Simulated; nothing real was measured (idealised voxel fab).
process module | voxel trench capacitor
cross-section cut | 190 nm wide | cells 5 nm
A cross-section is a grid of square cells, given in bands from the top down. A band is one or more rows of cells.
Each band's line starts with the height of the band's top and of its bottom, in nm. Then come its materials from left to right, each with its width in nm. One material with "throughout" fills the band from edge to edge. "air" is empty space.
Height 0 is the level under which the wafer as received is all one material. The lowest band goes on downwards, as in "0 down".
A width such as "30 to 40" changes by the same amount from each row of cells to the next, from the band's top row to its bottom row.
"no change" after a step means that no cell of the cross-section changed.
closed voids: empty space of 8 cells or more with no open way to the top, each as width x height at its distance from the left edge, in nm
after a step's settings: what the simulator itself notes on the step
overlay nm, on a step with a mask: how far to the right of its planned place the mask lay; to the left if negative
plan
1 op RECEIVE | material Si
2 op CONFORMAL_DEP | material SiN | thk nm 10
3 op DIRECTIONAL_DEP | material aC | thk nm 10
4 op PATTERN | tone open | mask id TRENCH | material resist | width nm 30 | pitch nm 45 | thk nm 30 | overlay nm 0
5 op DIRECTIONAL_ETCH | etch materials aC | depth nm 10
6 op STRIP | etch materials resist
7 op DIRECTIONAL_ETCH | etch materials SiN | depth nm 10
8 op DIRECTIONAL_ETCH | etch materials Si | depth nm 35
9 op STRIP | etch materials aC
10 op CONFORMAL_DEP | material Al2O3 | thk nm 5
11 op CONFORMAL_DEP | material TiN | thk nm 5
12 op FILL_DEP | material W | thk nm 5
13 op CMP | height nm 10
varied across the wafers: thk nm of step 11. The plan shows the first wafer's value. All wafers start alike
first wafer as received, after step 1
  0 down: Si throughout
  closed voids: none
each wafer at the end: cells of each material gained (+) or lost (-) since it was received, then its closed voids
thk nm 5 | +44 Al2O3 | -84 Si | +52 SiN | +36 TiN | +28 W | closed voids: none
thk nm 10 | +44 Al2O3 | -84 Si | +52 SiN | +64 TiN | closed voids: none
thk nm 15 | +44 Al2O3 | -84 Si | +52 SiN | +64 TiN | closed voids: none
thk nm 20 | +44 Al2O3 | -84 Si | +52 SiN | +64 TiN | closed voids: none
